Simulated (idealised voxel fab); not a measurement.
process module | voxel fin reveal
Displayed cross-section: cut, width of 290 nm, square cells sized 5 nm.
Think of the cross-section as a grid of square cells. We describe it in bands, top to bottom, and each band covers one or more rows of those cells.
Top height, bottom height, nm. Materials left to right, width each, nm. Single material + "edge to edge" = fills band edge to edge. "blank" = empty.
We count height from 0. Below that, the starting wafer is all one material. The lowest band never ends at the bottom but goes on down; see "0 down" for how that is written.
Width "30..40": first value at the band's top row of cells, second value at its bottom row, equal change from row to row.
You'll sometimes find "no alteration" written for a step, and that's the way of saying that nowhere in the cross-section did a cell change during that step.
Enclosed voids (no open way to top), threshold 8 cells or more, entry "Unvented voids", notation width x height at distance, distance from left edge, nm.
Step line, after settings: the simulator's comment on this step.
The optional step-line setting "overlay nm" applies to steps with a mask and quantifies how far to the right of its planned location the mask lay, a negative value indicating leftward placement.

HERE'S WHAT THE PLANNED PROCESS STEPS LOOK LIKE
step 1: op RECEIVE | material Si
step 2: op CONFORMAL_DEP | material SiN | thk nm 10
step 3: op DIRECTIONAL_DEP | material aC | thk nm 15
step 4: op PATTERN | tone cover | mask id FINS | material resist | width nm 15 | pitch nm 35 | thk nm 30 | overlay nm 0
step 5: op DIRECTIONAL_ETCH | etch materials aC | depth nm 15
step 6: op STRIP | etch materials resist
step 7: op DIRECTIONAL_ETCH | etch materials SiN | depth nm 10
step 8: op DIRECTIONAL_ETCH | etch materials Si | depth nm 35
step 9: op STRIP | etch materials aC
step 10: op OXIDIZE | depth nm 5
step 11: op FILL_DEP | material SiO2 | thk nm 5
step 12: op CMP | height nm 10
step 13: op SELECTIVE_ETCH | etch materials SiO2 | depth nm 35
step 14: op STRIP | etch materials SiN
step 15: op CONFORMAL_DEP | material SiO2 | thk nm 5
For clarity, it should be stated that the wafers under discussion commence in an identical condition and differ with respect to the thk nm of step 15, the plan indicating the value that the first wafer had.

RECEIVED WAFERS, FIRST OF SEVERAL: CROSS-SECTION AFTER STEP 1
- 0 down = Si edge to edge
- Unvented voids: none

BASICALLY EACH WAFER GETS A LINE IN THE TABLE, SHOWING IT AT THE END OF THE MODULE: MATERIAL BY MATERIAL, THE CELLS IT GAINED (+) OR LOST (-) SINCE WE GOT IT, THEN ITS CLOSED VOIDS
thk nm 5, -432 Si, +260 SiO2, Unvented voids: none
thk nm 10, -432 Si, +358 SiO2, Unvented voids: none
thk nm 15, -432 Si, +456 SiO2, Unvented voids: none
thk nm 20, -432 Si, +524 SiO2, Unvented voids: none
